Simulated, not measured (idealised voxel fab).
Process module heading - voxel trench capacitor
Section cut is 275 nm wide and gridded with 5 nm square cells.
Just so we're on the same page, the cross-sections are grids of square cells, and they're listed out in bands top to bottom, each band one or more rows deep. For a band, the entry starts with two heights in nm, that of the top and then that of the bottom, and carries on with the band's materials in order from left to right, each alongside its width in nm; the word "edge to edge" beside a single material means it fills the band edge to edge, and "air" means empty space. Note: height 0 marks the level under which the wafer is uniformly one material as received. Lowest band unbounded below, written "0..down". A width given as "30 to 40" starts at the first number in the band's top row and ends at the second number in its bottom row, shifting by an equal amount at every step from row to row. "identical to before", as given for a step, is the statement that not any cell of the cross-section underwent a change during that step. Internal closed voids: empty space of 8 cells or more with no open way to the top, each as width x height at its distance from the left edge, in nm. Where a step's line continues beyond its settings, the continuation is a remark by the simulator itself on that step. "overlay nm", when on a step's line for a step with a mask, measures how far to the right of its planned place the mask lay; a negative measure means to the left.
# List of planned process steps
1. RECEIVE, material Si
2. CONFORMAL_DEP, material SiN, thk nm 10
3. MASKED_ETCH, tone open, mask id TRENCH, width nm 30, pitch nm 60, etch materials SiN, depth nm 10, overlay nm 0
4. MASKED_ETCH, tone open, mask id TRENCH, width nm 30, pitch nm 60, etch materials Si, depth nm 25, overlay nm 0
5. CONFORMAL_DEP, material Al2O3, thk nm 5
6. CONFORMAL_DEP, material TiN, thk nm 5
7. FILL_DEP, material W, thk nm 10
8. CMP, height nm 10
# So this is the incoming wafer in cross-section - it's already been through step 1
    0..down  Si edge to edge
    Internal closed voids: none
# Sectioned view, first of two wafers, at the close of the module, processed as intended in the plan
    10..0  SiN: 30, then Al2O3: 5, then TiN: 5, then W: 10, then TiN: 5, then Al2O3: 5, then SiN: 30, then Al2O3: 5, then TiN: 5, then W: 10, then TiN: 5, then Al2O3: 5, then SiN: 30, then Al2O3: 5, then TiN: 5, then W: 10, then TiN: 5, then Al2O3: 5, then SiN: 30, then Al2O3: 5, then TiN: 5, then W: 10, then TiN: 5, then Al2O3: 5, then SiN: 35
    0..-15  Si: 30, then Al2O3: 5, then TiN: 5, then W: 10, then TiN: 5, then Al2O3: 5, then Si: 30, then Al2O3: 5, then TiN: 5, then W: 10, then TiN: 5, then Al2O3: 5, then Si: 30, then Al2O3: 5, then TiN: 5, then W: 10, then TiN: 5, then Al2O3: 5, then Si: 30, then Al2O3: 5, then TiN: 5, then W: 10, then TiN: 5, then Al2O3: 5, then Si: 35
    -15..-20  Si: 30, then Al2O3: 5, then TiN: 20, then Al2O3: 5, then Si: 30, then Al2O3: 5, then TiN: 20, then Al2O3: 5, then Si: 30, then Al2O3: 5, then TiN: 20, then Al2O3: 5, then Si: 30, then Al2O3: 5, then TiN: 20, then Al2O3: 5, then Si: 35
    -20..-25  Si: 30, then Al2O3: 30, then Si: 30, then Al2O3: 30, then Si: 30, then Al2O3: 30, then Si: 30, then Al2O3: 30, then Si: 35
    -25..down  Si edge to edge
    Internal closed voids: none
# The second wafer, shown in cross-section after the module: started the same way as the first and given the same plan, yet one mistake crept into how it was run
    10..0  SiN: 35, then Al2O3: 5, then TiN: 5, then W: 5, then TiN: 5, then Al2O3: 5, then SiN: 35, then Al2O3: 5, then TiN: 5, then W: 5, then TiN: 5, then Al2O3: 5, then SiN: 35, then Al2O3: 5, then TiN: 5, then W: 5, then TiN: 5, then Al2O3: 5, then SiN: 35, then Al2O3: 5, then TiN: 5, then W: 5, then TiN: 5, then Al2O3: 5, then SiN: 35
    0..-15  Si: 35, then Al2O3: 5, then TiN: 5, then W: 5, then TiN: 5, then Al2O3: 5, then Si: 35, then Al2O3: 5, then TiN: 5, then W: 5, then TiN: 5, then Al2O3: 5, then Si: 35, then Al2O3: 5, then TiN: 5, then W: 5, then TiN: 5, then Al2O3: 5, then Si: 35, then Al2O3: 5, then TiN: 5, then W: 5, then TiN: 5, then Al2O3: 5, then Si: 35
    -15..-20  Si: 35, then Al2O3: 5, then TiN: 15, then Al2O3: 5, then Si: 35, then Al2O3: 5, then TiN: 15, then Al2O3: 5, then Si: 35, then Al2O3: 5, then TiN: 15, then Al2O3: 5, then Si: 35, then Al2O3: 5, then TiN: 15, then Al2O3: 5, then Si: 35
    -20..-25  Si: 35, then Al2O3: 25, then Si: 35, then Al2O3: 25, then Si: 35, then Al2O3: 25, then Si: 35, then Al2O3: 25, then Si: 35
    -25..down  Si edge to edge
    Internal closed voids: none
Misprocessing identified: in deviation from the planned setting, step 3 was conducted as MASKED_ETCH, tone open, mask id TRENCH, width nm 25, pitch nm 60, etch materials SiN, depth nm 10, overlay nm 0
Heads up, by the end the second wafer has more or fewer cells of some materials compared to the first: 4 fewer of Al2O3; 20 more of Si; 8 more of SiN; 4 fewer of TiN; 20 fewer of W
